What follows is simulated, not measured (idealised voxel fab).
Presented below is a process module, voxel ribs on slabs.
Square cell edge 5 nm, section width 240 nm, ID cut.
Square cells in a grid make up a cross-section in this document, and the grid is given as bands, listed from the top down, each one or more rows of cells.
In this notation a band is specified by the heights of its top and bottom, in that order and in nm, after which its materials appear from left to right, each paired with its width in nm. The word "full width" attached to a single material means that material fills the band from edge to edge; the word "air" stands for empty space.
Heights are expressed relative to 0, this being the level below which the as-received wafer comprises one material exclusively. The lowest band is unbounded in the downward direction and is denoted as in "0 nm and below".
The notation "30 to 40" denotes a width that varies across the rows of cells in the band, beginning at the first number in the top row, finishing at the second number in the bottom row, and changing by an identical amount from each row to the next.
When a step is marked "changes: none", none of the cells in the cross-section changed during that step.
This entry, "Closed cavity list", enumerates those empty regions of no fewer than 8 cells that possess no open connection to the top. Each region is reported in the form width x height at distance, the distance being taken from the left edge, with all three quantities expressed in nm.
On a step's line, text after the settings is the simulator commenting on that step.
On any step carrying a mask, the "overlay nm" setting, if present on the step's line, tells how far right of its planned place the mask lay; negative values point to the left.
These are the steps we planned for the process
1 RECEIVE,material Si
2 DIRECTIONAL_DEP,material SiO2,thk nm 30
3 DIRECTIONAL_DEP,material SiN,thk nm 25
4 DIRECTIONAL_DEP,material aC,thk nm 10
5 PATTERN,tone cover,mask id RIB,material resist,width nm 15,thk nm 25,overlay nm 0
6 DIRECTIONAL_ETCH,etch materials aC,depth nm 10
7 STRIP,etch materials resist
8 DIRECTIONAL_ETCH,etch materials SiN,depth nm 15
9 STRIP,etch materials aC
10 DIRECTIONAL_DEP,material aC,thk nm 15
11 PATTERN,tone cover,mask id SLAB,material resist,width nm 45,thk nm 35,overlay nm 0
12 DIRECTIONAL_ETCH,etch materials aC,depth nm 15
13 STRIP,etch materials resist
14 DIRECTIONAL_ETCH,etch materials SiN,depth nm 10
15 STRIP,etch materials aC
16 FILL_DEP,material SiO2,thk nm 20
17 CMP,height nm 65
18 DIRECTIONAL_DEP,material W,thk nm 10
19 DIRECTIONAL_DEP,material aC,thk nm 15
20 PATTERN,tone cover,mask id HEATER,material resist,width nm 25,thk nm 30,overlay nm 0
21 DIRECTIONAL_ETCH,etch materials aC,depth nm 15
22 STRIP,etch materials resist
23 DIRECTIONAL_ETCH,etch materials W,depth nm 10
24 STRIP,etch materials aC
25 CONFORMAL_DEP,material SiN,thk nm 5
Cross-section of the wafer upon arrival, representing the state reached after step 1
	0 nm and below  Si full width
	Closed cavity list: none
The module was run from the start shown above using the plan shown above, but one mistake was made doing it; the resulting wafer cross-section is below
	80 nm to 75 nm  air: 105, SiN: 30, air: 105
	75 nm to 70 nm  air: 105, SiN: 5, W: 20, SiN: 5, air: 105
	70 nm to 65 nm  SiN: 110, W: 20, SiN: 110
	65 nm to 55 nm  SiO2 full width
	55 nm to 40 nm  SiO2: 110, SiN: 15, SiO2: 115
	40 nm to 30 nm  SiO2: 95, SiN: 45, SiO2: 100
	30 nm to 0 nm  SiO2 full width
	0 nm and below  Si full width
	Closed cavity list: none
What went wrong in running the wafer? so step 20 ended up running with a different setting than we planned, it ran as PATTERN,tone cover,mask id HEATER,material resist,width nm 20,thk nm 30,overlay nm 0
